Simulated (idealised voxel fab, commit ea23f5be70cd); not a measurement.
The name of this process module is voxel spacer lines.
Cross-section cut spans 145 nm and uses square cells 5 nm in size.
Cross-sections here: square-cell grids, written as top-down lists of bands, a band being one or more rows of cells. Band: top height; bottom height; in nm. Then, left to right: material with width in nm, for each material. "full width": a single material spanning edge to edge. "empty": empty space. Height reference: 0 = level under which incoming wafer is all one material. Lowest band: no bottom, runs on downward, e.g. "0..down". Think of "30..40" as a width that walks from the first number to the second as you go down the band, top row to bottom row, taking equal-sized steps from row to row. "left unchanged" (step): cross-section cells unchanged, all of them. In the "Enclosed cavity list" entry, you get each enclosed empty space of 8 cells or more, one with no open way to the top, written width x height at distance, distance from the left edge, in nm. What comes after the settings on a step's line is commentary from the simulator itself on that step. A step line may carry the setting "overlay nm", which, for steps involving a mask, states the distance by which the mask lay to the right of its intended position; negative values denote displacement to the left.

The following list gives the planned process steps
step 1: op RECEIVE | material Si
step 2: op CONFORMAL_DEP | material Al2O3 | thk nm 5
step 3: op DIRECTIONAL_DEP | material W | thk nm 15
step 4: op DIRECTIONAL_DEP | material polySi | thk nm 20
step 5: op PATTERN | tone cover | mask id MANDREL | material resist | width nm 15 | pitch nm 50 | thk nm 30 | overlay nm 0
step 6: op DIRECTIONAL_ETCH | etch materials polySi | depth nm 20
step 7: op STRIP | etch materials resist
step 8: op CONFORMAL_DEP | material SiN | thk nm 10
step 9: op DIRECTIONAL_ETCH | etch materials SiN | depth nm 10
step 10: op STRIP | etch materials polySi
step 11: op DIRECTIONAL_ETCH | etch materials W | depth nm 15
step 12: op STRIP | etch materials SiN
step 13: op FILL_DEP | material SiO2 | thk nm 5
step 14: op CMP | height nm 20

First wafer out of two, processed as planned

So this is the incoming wafer in cross-section - it's already been through step 1
- 0..down: Si full width
- Enclosed cavity list: none

The wafer, seen in cross-section, after step 2
- 5..0: Al2O3 full width
- Below 0, no change.

The wafer, seen in cross-section, after step 3
- 20..5: W full width
- Below 5, no change.

The wafer, seen in cross-section, after step 4
- 40..20: polySi full width
- Below 20, no change.

The wafer, seen in cross-section, after step 5
- 70..40: empty (40), resist (15), empty (35), resist (15), empty (40)
- Below 40, no change.

The wafer, seen in cross-section, after step 6
- 70..40: empty (40), resist (15), empty (35), resist (15), empty (40)
- 40..20: empty (40), polySi (15), empty (35), polySi (15), empty (40)
- Below 20, no change.

The wafer, seen in cross-section, after step 7
- 40..20: empty (40), polySi (15), empty (35), polySi (15), empty (40)
- Below 20, no change.

The wafer, seen in cross-section, after step 8
- 50..40: empty (30), SiN (35), empty (15), SiN (35), empty (30)
- 40..30: empty (30), SiN (10), polySi (15), SiN (10), empty (15), SiN (10), polySi (15), SiN (10), empty (30)
- 30..20: SiN (40), polySi (15), SiN (35), polySi (15), SiN (40)
- Below 20, no change.

The wafer, seen in cross-section, after step 9
- 40..20: empty (30), SiN (10), polySi (15), SiN (10), empty (15), SiN (10), polySi (15), SiN (10), empty (30)
- Below 20, no change.

The wafer, seen in cross-section, after step 10
- 40..20: empty (30), SiN (10), empty (15), SiN (10), empty (15), SiN (10), empty (15), SiN (10), empty (30)
- Below 20, no change.

The wafer, seen in cross-section, after step 11
- 40..20: empty (30), SiN (10), empty (15), SiN (10), empty (15), SiN (10), empty (15), SiN (10), empty (30)
- 20..5: empty (30), W (10), empty (15), W (10), empty (15), W (10), empty (15), W (10), empty (30)
- Below 5, no change.

The wafer, seen in cross-section, after step 12
- 20..5: empty (30), W (10), empty (15), W (10), empty (15), W (10), empty (15), W (10), empty (30)
- Below 5, no change.

The wafer, seen in cross-section, after step 13
- 25..20: SiO2 full width
- 20..5: SiO2 (30), W (10), SiO2 (15), W (10), SiO2 (15), W (10), SiO2 (15), W (10), SiO2 (30)
- Below 5, no change.

The wafer, seen in cross-section, after step 14
- 20..5: SiO2 (30), W (10), SiO2 (15), W (10), SiO2 (15), W (10), SiO2 (15), W (10), SiO2 (30)
- Below 5, no change.

Wafer two. Same start, same plan, one slip in execution. Same as wafer one through step 1, inclusive

Second wafer cross-section, taken as of the time the plan sets for step 2 to be done
- 5..0: SiO2 full width
- Below 0, no change.

Second wafer cross-section, taken as of the time the plan sets for step 3 to be done
- 20..5: W full width
- Below 5, no change.

Second wafer cross-section, taken as of the time the plan sets for step 4 to be done
- 40..20: polySi full width
- Below 20, no change.

Second wafer cross-section, taken as of the time the plan sets for step 5 to be done
- 70..40: empty (40), resist (15), empty (35), resist (15), empty (40)
- Below 40, no change.

Second wafer cross-section, taken as of the time the plan sets for step 6 to be done
- 70..40: empty (40), resist (15), empty (35), resist (15), empty (40)
- 40..20: empty (40), polySi (15), empty (35), polySi (15), empty (40)
- Below 20, no change.

Second wafer cross-section, taken as of the time the plan sets for step 7 to be done
- 40..20: empty (40), polySi (15), empty (35), polySi (15), empty (40)
- Below 20, no change.

Second wafer cross-section, taken as of the time the plan sets for step 8 to be done
- 50..40: empty (30), SiN (35), empty (15), SiN (35), empty (30)
- 40..30: empty (30), SiN (10), polySi (15), SiN (10), empty (15), SiN (10), polySi (15), SiN (10), empty (30)
- 30..20: SiN (40), polySi (15), SiN (35), polySi (15), SiN (40)
- Below 20, no change.

Second wafer cross-section, taken as of the time the plan sets for step 9 to be done
- 40..20: empty (30), SiN (10), polySi (15), SiN (10), empty (15), SiN (10), polySi (15), SiN (10), empty (30)
- Below 20, no change.

Second wafer cross-section, taken as of the time the plan sets for step 10 to be done
- 40..20: empty (30), SiN (10), empty (15), SiN (10), empty (15), SiN (10), empty (15), SiN (10), empty (30)
- Below 20, no change.

Second wafer cross-section, taken as of the time the plan sets for step 11 to be done
- 40..20: empty (30), SiN (10), empty (15), SiN (10), empty (15), SiN (10), empty (15), SiN (10), empty (30)
- 20..5: empty (30), W (10), empty (15), W (10), empty (15), W (10), empty (15), W (10), empty (30)
- Below 5, no change.

Second wafer cross-section, taken as of the time the plan sets for step 12 to be done
- 20..5: empty (30), W (10), empty (15), W (10), empty (15), W (10), empty (15), W (10), empty (30)
- Below 5, no change.

Second wafer cross-section, taken as of the time the plan sets for step 13 to be done
- 25..20: SiO2 full width
- 20..5: SiO2 (30), W (10), SiO2 (15), W (10), SiO2 (15), W (10), SiO2 (15), W (10), SiO2 (30)
- Below 5, no change.

Second wafer cross-section, taken as of the time the plan sets for step 14 to be done
- 20..5: SiO2 (30), W (10), SiO2 (15), W (10), SiO2 (15), W (10), SiO2 (15), W (10), SiO2 (30)
- Below 5, no change.
The plan and the run diverged here: step 2 did not happen as planned, as run it was op CONFORMAL_DEP | material SiO2 | thk nm 5
In the final state, the cell counts of the second wafer exceed or fall short of those of the first for the following materials: 29 fewer of Al2O3 | 29 more of SiO2
